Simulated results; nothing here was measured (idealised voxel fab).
Herein follows the process module entitled voxel ribs on slabs.
This is section cut - it's 275 nm across, gridded in 5 nm square cells.
Cross-section spec: square-cell grid; bands listed top down; each band is one or more rows.
Each band's line starts with the height of the band's top and of its bottom, in nm. Then come its materials from left to right, each with its width in nm. One material with "throughout" fills the band from edge to edge. "empty" is empty space.
Beneath 0, the wafer as received is one material, and that level is where height counting begins. The lowest band goes on downward without a bottom; it is written like "0 -> down".
A width given as "30 to 40" starts at the first number in the band's top row and ends at the second number in its bottom row, shifting by an equal amount at every step from row to row.
When a step is marked "nothing was modified", none of the cells in the cross-section changed during that step.
The label "Sealed-off cavities" introduces a list of the empty spaces, 8 cells or larger, that have no open way up to the top; each entry in it reads width x height at distance, where the distance is taken from the left edge and all three are stated in nm.
Post-settings text on a step line: simulator's own remark regarding the step.
overlay nm: where the mask lay relative to plan, measured to the right, on steps with a mask; negatives go left.

Process steps foreseen in the plan
1) op RECEIVE | material Si
2) op DIRECTIONAL_DEP | material SiO2 | thk nm 30
3) op DIRECTIONAL_DEP | material polySi | thk nm 25
4) op MASKED_ETCH | tone cover | mask id RIB | width nm 15 | etch materials polySi | depth nm 15 | overlay nm 0
5) op PATTERN | tone cover | mask id SLAB | material resist | width nm 75 | thk nm 15 | overlay nm 0
6) op DIRECTIONAL_ETCH | etch materials polySi | depth nm 10
7) op STRIP | etch materials resist
8) op FILL_DEP | material SiO2 | thk nm 25
9) op CMP | height nm 75
10) op DIRECTIONAL_DEP | material W | thk nm 5
11) op DIRECTIONAL_DEP | material aC | thk nm 15
12) op PATTERN | tone cover | mask id HEATER | material resist | width nm 25 | thk nm 30 | overlay nm 0
13) op DIRECTIONAL_ETCH | etch materials aC | depth nm 15
14) op STRIP | etch materials resist
15) op DIRECTIONAL_ETCH | etch materials W | depth nm 5
16) op STRIP | etch materials aC
17) op CONFORMAL_DEP | material SiO2 | thk nm 10

Cross-sectional view of the wafer in its as-received condition, corresponding to the state after step 1
- 0 -> down  Si throughout
- Sealed-off cavities: none

End-of-module cross-section. Starting structure and process plan as above; one mistake made in running it
- 90 -> 85  empty 115 nm / SiO2 45 nm / empty 115 nm
- 85 -> 80  SiO2 throughout
- 80 -> 75  SiO2 125 nm / W 25 nm / SiO2 125 nm
- 75 -> 70  SiO2 130 nm / polySi 15 nm / SiO2 130 nm
- 70 -> 60  SiO2 100 nm / polySi 75 nm / SiO2 100 nm
- 60 -> 0  SiO2 throughout
- 0 -> down  Si throughout
- Sealed-off cavities: none
Deviation from plan: the plan's step 2 ran twice
